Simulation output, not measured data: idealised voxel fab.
You're looking at the process module voxel trench capacitor.
FYI the section here is cut, 160 nm wide, cells are 5 nm squares.
A cross-section is written here as square cells arranged in a grid, and it is given in bands from the top down, each band taking up one or more rows of cells. Heights first: top, then bottom, in nm. Then materials, left to right, each with a width in nm. "everywhere" on a single material: fills the band edge to edge. "air": empty space. Height datum 0, below which the as-received substrate wafer is one material. Lowest band open at the bottom, running downward: "0 nm and below". The two numbers in a width such as "30..40" mark its ends across the band: the first belongs to the top row of cells, the second to the bottom row, and from each row to the next the width moves by the same amount. "everything unchanged" means the step left every cell of the cross-section as it was. "Voids, enclosed" lists enclosed empty spaces (at least 8 cells, no open path upward to the top), each as width x height at distance from the left edge, in nm. The remark found on a step's line after its settings is issued by the simulator itself and pertains to that step. "overlay nm" denotes, for a step that has a mask, the displacement of the mask to the right of its planned place, with negative values corresponding to the left.
# Planned process steps
| 1 | RECEIVE, material Si |
| 2 | CONFORMAL_DEP, material SiN, thk nm 10 |
| 3 | MASKED_ETCH, tone open, mask id TRENCH, width nm 30, pitch nm 45, etch materials SiN, depth nm 10, overlay nm 0 |
| 4 | MASKED_ETCH, tone open, mask id TRENCH, width nm 30, pitch nm 45, etch materials Si, depth nm 40, overlay nm 0 |
| 5 | CONFORMAL_DEP, material Al2O3, thk nm 5 |
| 6 | CONFORMAL_DEP, material TiN, thk nm 5 |
| 7 | FILL_DEP, material W, thk nm 5 |
| 8 | CMP, height nm 10 |
# Step 1 complete: cross-section of the wafer as received
0 nm and below  Si everywhere
Voids, enclosed: none
# What the wafer looks like in cross-section after this module, when it starts as shown above and follows the plan above but one mistake is made in running it
10 nm to 0 nm  SiN 40 nm; Al2O3 5 nm; TiN 5 nm; W 10 nm; TiN 5 nm; Al2O3 5 nm; SiN 15 nm; Al2O3 5 nm; TiN 5 nm; W 10 nm; TiN 5 nm; Al2O3 5 nm; SiN 45 nm
0 nm to -70 nm  Si 40 nm; Al2O3 5 nm; TiN 5 nm; W 10 nm; TiN 5 nm; Al2O3 5 nm; Si 15 nm; Al2O3 5 nm; TiN 5 nm; W 10 nm; TiN 5 nm; Al2O3 5 nm; Si 45 nm
-70 nm to -75 nm  Si 40 nm; Al2O3 5 nm; TiN 20 nm; Al2O3 5 nm; Si 15 nm; Al2O3 5 nm; TiN 20 nm; Al2O3 5 nm; Si 45 nm
-75 nm to -80 nm  Si 40 nm; Al2O3 30 nm; Si 15 nm; Al2O3 30 nm; Si 45 nm
-80 nm and below  Si everywhere
Voids, enclosed: none
It is concluded that the wafer was processed incorrectly with respect to the plan, in that twice, step 4 of the plan was run
